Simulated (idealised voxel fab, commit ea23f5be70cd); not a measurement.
process module | voxel gate over fins
cross-section cut | 265 nm wide | cells 5 nm
A cross-section is a grid of square cells, given in bands from the top down. A band is one or more rows of cells.
Each band's line starts with the height of the band's top and of its bottom, in nm. Then come its materials from left to right, each with its width in nm. One material with "throughout" fills the band from edge to edge. "air" is empty space.
Height 0 is the level under which the wafer as received is all one material. The lowest band goes on downwards, as in "0 down".
A width such as "30 to 40" changes by the same amount from each row of cells to the next, from the band's top row to its bottom row.
"no change" after a step means that no cell of the cross-section changed.
closed voids: empty space of 8 cells or more with no open way to the top, each as width x height at its distance from the left edge, in nm
after a step's settings: what the simulator itself notes on the step
overlay nm, on a step with a mask: how far to the right of its planned place the mask lay; to the left if negative
plan
1 op RECEIVE | material Si
2 op CONFORMAL_DEP | material SiN | thk nm 10
3 op MASKED_ETCH | tone cover | mask id FINS | width nm 15 | pitch nm 45 | etch materials SiN | depth nm 10 | overlay nm 0
4 op MASKED_ETCH | tone cover | mask id FINS | width nm 15 | pitch nm 45 | etch materials Si | depth nm 30 | overlay nm 0
5 op OXIDIZE | depth nm 5
6 op FILL_DEP | material SiO2 | thk nm 5
7 op CMP | height nm 10
8 op SELECTIVE_ETCH | etch materials SiO2 | depth nm 25
9 op STRIP | etch materials SiN
10 op CONFORMAL_DEP | material HfO2 | thk nm 5
11 op CONFORMAL_DEP | material TiN | thk nm 5
12 op CONFORMAL_DEP | material TiAl | thk nm 5
13 op CONFORMAL_DEP | material TiN | thk nm 5
14 op FILL_DEP | material W | thk nm 10
15 op CMP | height nm 25
16 op CONFORMAL_DEP | material SiCN | thk nm 10
as received, after step 1
  0 down: Si throughout
  closed voids: none
first wafer at the end, as planned
  35 to 25: SiCN throughout
  25 to 20: W throughout
  20 to 15: W 40 | TiN 180 | W 45
  15 to 10: W 40 | TiN 5 | TiAl 35 | TiN 10 | TiAl 35 | TiN 10 | TiAl 35 | TiN 10 | TiAl 35 | TiN 5 | W 45
  10 to 5: W 40 | TiN 5 | TiAl 5 | TiN 25 | TiAl 5 | TiN 10 | TiAl 5 | TiN 25 | TiAl 5 | TiN 10 | TiAl 5 | TiN 25 | TiAl 5 | TiN 10 | TiAl 5 | TiN 25 | TiAl 5 | TiN 5 | W 45
  5 to 0: TiN 45 | TiAl 5 | TiN 5 | HfO2 15 | TiN 5 | TiAl 5 | TiN 10 | TiAl 5 | TiN 5 | HfO2 15 | TiN 5 | TiAl 5 | TiN 10 | TiAl 5 | TiN 5 | HfO2 15 | TiN 5 | TiAl 5 | TiN 10 | TiAl 5 | TiN 5 | HfO2 15 | TiN 5 | TiAl 5 | TiN 50
  0 to -5: TiAl 50 | TiN 5 | HfO2 5 | Si 5 | HfO2 5 | TiN 5 | TiAl 20 | TiN 5 | HfO2 5 | Si 5 | HfO2 5 | TiN 5 | TiAl 20 | TiN 5 | HfO2 5 | Si 5 | HfO2 5 | TiN 5 | TiAl 20 | TiN 5 | HfO2 5 | Si 5 | HfO2 5 | TiN 5 | TiAl 55
  -5 to -10: TiN 55 | HfO2 5 | Si 5 | HfO2 5 | TiN 30 | HfO2 5 | Si 5 | HfO2 5 | TiN 30 | HfO2 5 | Si 5 | HfO2 5 | TiN 30 | HfO2 5 | Si 5 | HfO2 5 | TiN 60
  -10 to -15: HfO2 60 | Si 5 | HfO2 40 | Si 5 | HfO2 40 | Si 5 | HfO2 40 | Si 5 | HfO2 65
  -15 to -35: SiO2 60 | Si 5 | SiO2 40 | Si 5 | SiO2 40 | Si 5 | SiO2 40 | Si 5 | SiO2 65
  -35 down: Si throughout
  closed voids: none
second wafer at the end: like start, like plan, one mistake
  35 to 25: SiCN throughout
  25 to 15: W throughout
  15 to 10: W 45 | TiN 35 | W 10 | TiN 35 | W 10 | TiN 35 | W 10 | TiN 35 | W 50
  10 to 5: W 45 | TiN 5 | TiAl 25 | TiN 5 | W 10 | TiN 5 | TiAl 25 | TiN 5 | W 10 | TiN 5 | TiAl 25 | TiN 5 | W 10 | TiN 5 | TiAl 25 | TiN 5 | W 50
  5 to 0: W 45 | TiN 5 | TiAl 5 | TiN 15 | TiAl 5 | TiN 5 | W 10 | TiN 5 | TiAl 5 | TiN 15 | TiAl 5 | TiN 5 | W 10 | TiN 5 | TiAl 5 | TiN 15 | TiAl 5 | TiN 5 | W 10 | TiN 5 | TiAl 5 | TiN 15 | TiAl 5 | TiN 5 | W 50
  0 to -5: TiN 50 | TiAl 5 | TiN 5 | Si 5 | TiN 5 | TiAl 5 | TiN 20 | TiAl 5 | TiN 5 | Si 5 | TiN 5 | TiAl 5 | TiN 20 | TiAl 5 | TiN 5 | Si 5 | TiN 5 | TiAl 5 | TiN 20 | TiAl 5 | TiN 5 | Si 5 | TiN 5 | TiAl 5 | TiN 55
  -5 to -10: TiAl 55 | TiN 5 | Si 5 | TiN 5 | TiAl 30 | TiN 5 | Si 5 | TiN 5 | TiAl 30 | TiN 5 | Si 5 | TiN 5 | TiAl 30 | TiN 5 | Si 5 | TiN 5 | TiAl 60
  -10 to -15: TiN 60 | Si 5 | TiN 40 | Si 5 | TiN 40 | Si 5 | TiN 40 | Si 5 | TiN 65
  -15 to -35: SiO2 60 | Si 5 | SiO2 40 | Si 5 | SiO2 40 | Si 5 | SiO2 40 | Si 5 | SiO2 65
  -35 down: Si throughout
  closed voids: none
what went wrong: step 10 was left out
at the end the second wafer has, in cells: 77 fewer of HfO2 | 77 more of W
